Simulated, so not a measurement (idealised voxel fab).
The name of this process module is voxel self aligned vias.
The cross-section on display is named cut; it measures 290 nm wide, and its cells are 5 nm squares.
In what follows, cross-sections appear as grids of square cells, described through bands that run from the top down, where every band is one or more rows of cells.
Heights first: top, then bottom, in nm. Then materials, left to right, each with a width in nm. "throughout" on a single material: fills the band edge to edge. "blank": empty space.
For the purposes of this specification, 0 denotes the height below which the wafer in its as-received condition is composed wholly of one material, and the lowermost band, lacking a lower limit, extends downward without end, as expressed in "0 and below".
You'd read "30->40" like this: the band's top row of cells is as wide as the first number, its bottom row is as wide as the second, and going down, every row changes width by the same amount as the row before did.
It should be understood that the words "nothing was modified", when stated for a given step, signify that the cross-section underwent no change in any of its cells during that step.
In the "Entrapped voids" entry, you get each enclosed empty space of 8 cells or more, one with no open way to the top, written width x height at distance, distance from the left edge, in nm.
What comes after the settings on a step's line is commentary from the simulator itself on that step.
overlay nm: for a step with a mask, the amount by which the mask lay right of where it was planned; a negative amount means left of it.

Process steps (planned):
1. RECEIVE with material Si
2. CONFORMAL_DEP with material SiO2, thk nm 15
3. CONFORMAL_DEP with material SiCN, thk nm 5
4. DIRECTIONAL_DEP with material lowk, thk nm 20
5. DIRECTIONAL_DEP with material aC, thk nm 15
6. PATTERN with tone open, mask id LINES, material resist, width nm 30, pitch nm 75, thk nm 35, overlay nm -15
7. DIRECTIONAL_ETCH with etch materials aC, depth nm 15
8. STRIP with etch materials resist
9. DIRECTIONAL_ETCH with etch materials lowk, depth nm 20
10. STRIP with etch materials aC
11. CONFORMAL_DEP with material TiN, thk nm 5
12. FILL_DEP with material W, thk nm 5
13. CMP with height nm 40
14. SELECTIVE_ETCH with etch materials W Ru TiN, depth nm 10
15. FILL_DEP with material SiN, thk nm 5
16. CMP with height nm 40
17. DIRECTIONAL_DEP with material lowk, thk nm 15
18. MASKED_ETCH with tone open, mask id VIAS, width nm 50, pitch nm 75, etch materials lowk, depth nm 15, overlay nm 0
19. MASKED_ETCH with tone open, mask id VIAS, width nm 50, pitch nm 75, etch materials SiN, depth nm 10, overlay nm 0
20. CONFORMAL_DEP with material TiN, thk nm 5
21. FILL_DEP with material Ru, thk nm 10
22. CMP with height nm 55
23. CONFORMAL_DEP with material SiCN, thk nm 5
What sets these wafers apart? The overlay nm at step 6. They all start alike, and the plan carries the first wafer's value.

The first of several wafers, as received after step 1, seen in section:
0 and below = Si throughout
Entrapped voids: none

Wafer rows, end of module: cells per material gained (+) or lost (-) since receipt; closed voids last:
overlay nm -15, +66 Ru, +116 SiCN, +6 SiN, +174 SiO2, +78 TiN, +12 W, +244 lowk, Entrapped voids: none
overlay nm -10, +72 Ru, +116 SiCN, +174 SiO2, +78 TiN, +12 W, +244 lowk, Entrapped voids: none
overlay nm -5, +72 Ru, +116 SiCN, +174 SiO2, +78 TiN, +12 W, +244 lowk, Entrapped voids: none
overlay nm 0, +72 Ru, +116 SiCN, +174 SiO2, +78 TiN, +12 W, +244 lowk, Entrapped voids: none
overlay nm 5, +72 Ru, +116 SiCN, +174 SiO2, +78 TiN, +12 W, +244 lowk, Entrapped voids: none
overlay nm 10, +72 Ru, +116 SiCN, +174 SiO2, +78 TiN, +12 W, +244 lowk, Entrapped voids: none
overlay nm 15, +66 Ru, +116 SiCN, +6 SiN, +174 SiO2, +78 TiN, +12 W, +244 lowk, Entrapped voids: none
